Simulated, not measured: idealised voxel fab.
process module | voxel air gaps
cross-section cut | 260 nm wide | cells 5 nm
A cross-section is a grid of square cells, given in bands from the top down. A band is one or more rows of cells.
Each band's line starts with the height of the band's top and of its bottom, in nm. Then come its materials from left to right, each with its width in nm. One material with "throughout" fills the band from edge to edge. "air" is empty space.
Height 0 is the level under which the wafer as received is all one material. The lowest band goes on downwards, as in "0 down".
A width such as "30 to 40" changes by the same amount from each row of cells to the next, from the band's top row to its bottom row.
"no change" after a step means that no cell of the cross-section changed.
closed voids: empty space of 8 cells or more with no open way to the top, each as width x height at its distance from the left edge, in nm
after a step's settings: what the simulator itself notes on the step
overlay nm, on a step with a mask: how far to the right of its planned place the mask lay; to the left if negative
plan
1 op RECEIVE | material Si
2 op CONFORMAL_DEP | material SiO2 | thk nm 15
3 op CONFORMAL_DEP | material SiCN | thk nm 5
4 op DIRECTIONAL_DEP | material lowk | thk nm 35
5 op DIRECTIONAL_DEP | material aC | thk nm 15
6 op PATTERN | tone open | mask id LINES | material resist | width nm 25 | pitch nm 50 | thk nm 35 | overlay nm 0
7 op DIRECTIONAL_ETCH | etch materials aC | depth nm 15
8 op STRIP | etch materials resist
9 op DIRECTIONAL_ETCH | etch materials lowk | depth nm 35
10 op STRIP | etch materials aC
11 op CONFORMAL_DEP | material TiN | thk nm 5
12 op FILL_DEP | material Cu | thk nm 5
13 op CMP | height nm 55
14 op EPI | material Ru | thk nm 10
15 op SELECTIVE_ETCH | etch materials lowk | depth nm 45
16 op CONFORMAL_DEP | material SiCN | thk nm 5
as received, after step 1
  0 down: Si throughout
  closed voids: none
a wafer at the end: this start, this plan, one mistake
  70 to 65: SiCN throughout
  65 to 55: Ru throughout
  55 to 50: TiN 45 | Cu 15 | TiN 35 | Cu 15 | TiN 35 | Cu 15 | TiN 35 | Cu 15 | TiN 50
  50 to 20: lowk 40 | TiN 5 | Cu 15 | TiN 5 | lowk 25 | TiN 5 | Cu 15 | TiN 5 | lowk 25 | TiN 5 | Cu 15 | TiN 5 | lowk 25 | TiN 5 | Cu 15 | TiN 5 | lowk 45
  20 to 15: lowk 40 | TiN 25 | lowk 25 | TiN 25 | lowk 25 | TiN 25 | lowk 25 | TiN 25 | lowk 45
  15 to 0: SiO2 throughout
  0 down: Si throughout
  closed voids: none
what went wrong: step 3 was left out
